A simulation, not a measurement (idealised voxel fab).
process module | voxel self aligned vias
cross-section cut | 270 nm wide | cells 5 nm
A cross-section is a grid of square cells, given in bands from the top down. A band is one or more rows of cells.
Each band's line starts with the height of the band's top and of its bottom, in nm. Then come its materials from left to right, each with its width in nm. One material with "throughout" fills the band from edge to edge. "air" is empty space.
Height 0 is the level under which the wafer as received is all one material. The lowest band goes on downwards, as in "0 down".
A width such as "30 to 40" changes by the same amount from each row of cells to the next, from the band's top row to its bottom row.
"no change" after a step means that no cell of the cross-section changed.
closed voids: empty space of 8 cells or more with no open way to the top, each as width x height at its distance from the left edge, in nm
after a step's settings: what the simulator itself notes on the step
overlay nm, on a step with a mask: how far to the right of its planned place the mask lay; to the left if negative
plan
1 op RECEIVE | material Si
2 op CONFORMAL_DEP | material SiO2 | thk nm 10
3 op CONFORMAL_DEP | material SiCN | thk nm 5
4 op DIRECTIONAL_DEP | material SiO2 | thk nm 20
5 op MASKED_ETCH | tone open | mask id LINES | width nm 30 | pitch nm 60 | etch materials SiO2 | depth nm 20 | overlay nm 0
6 op CONFORMAL_DEP | material TiN | thk nm 5
7 op FILL_DEP | material Ru | thk nm 10
8 op CMP | height nm 35
9 op SELECTIVE_ETCH | etch materials W Ru TiN | depth nm 10
10 op FILL_DEP | material SiN | thk nm 10
11 op CMP | height nm 35
12 op DIRECTIONAL_DEP | material SiO2 | thk nm 15
13 op MASKED_ETCH | tone open | mask id VIAS | width nm 40 | etch materials SiO2 | depth nm 15 | overlay nm 0
14 op MASKED_ETCH | tone open | mask id VIAS | width nm 40 | etch materials SiN | depth nm 10 | overlay nm 0
15 op CONFORMAL_DEP | material TiN | thk nm 5
16 op FILL_DEP | material Ru | thk nm 10
17 op CMP | height nm 50
18 op CONFORMAL_DEP | material SiN | thk nm 5
as received, after step 1
  0 down: Si throughout
  closed voids: none
first wafer at the end, as planned
  55 to 50: SiN throughout
  50 to 40: SiO2 85 | TiN 5 | Ru 30 | TiN 5 | SiO2 145
  40 to 35: SiO2 85 | TiN 10 | Ru 20 | TiN 10 | SiO2 145
  35 to 30: SiO2 90 | TiN 5 | Ru 20 | TiN 5 | SiO2 30 | SiN 30 | SiO2 90
  30 to 25: SiO2 90 | TiN 30 | SiO2 30 | SiN 30 | SiO2 90
  25 to 20: SiO2 90 | TiN 5 | Ru 20 | TiN 5 | SiO2 30 | TiN 5 | Ru 20 | TiN 5 | SiO2 90
  20 to 15: SiO2 90 | TiN 30 | SiO2 30 | TiN 30 | SiO2 90
  15 to 10: SiCN throughout
  10 to 0: SiO2 throughout
  0 down: Si throughout
  closed voids: none
second wafer at the end: like start, like plan, one mistake
  55 to 50: SiN throughout
  50 to 35: SiO2 85 | TiN 5 | Ru 30 | TiN 5 | SiO2 145
  35 to 30: SiN 85 | TiN 5 | Ru 30 | TiN 5 | SiN 145
  30 to 25: SiN 85 | TiN 40 | SiN 145
  25 to 10: SiO2 90 | TiN 5 | Ru 20 | TiN 5 | SiO2 30 | TiN 5 | Ru 20 | TiN 5 | SiO2 90
  10 to 5: SiO2 90 | TiN 30 | SiO2 30 | TiN 30 | SiO2 90
  5 to 0: SiCN throughout
  0 down: Si throughout
  closed voids: none
what went wrong: step 2 was left out
at the end the second wafer has, in cells: 20 more of Ru | 80 more of SiN | 108 fewer of SiO2 | 8 more of TiN
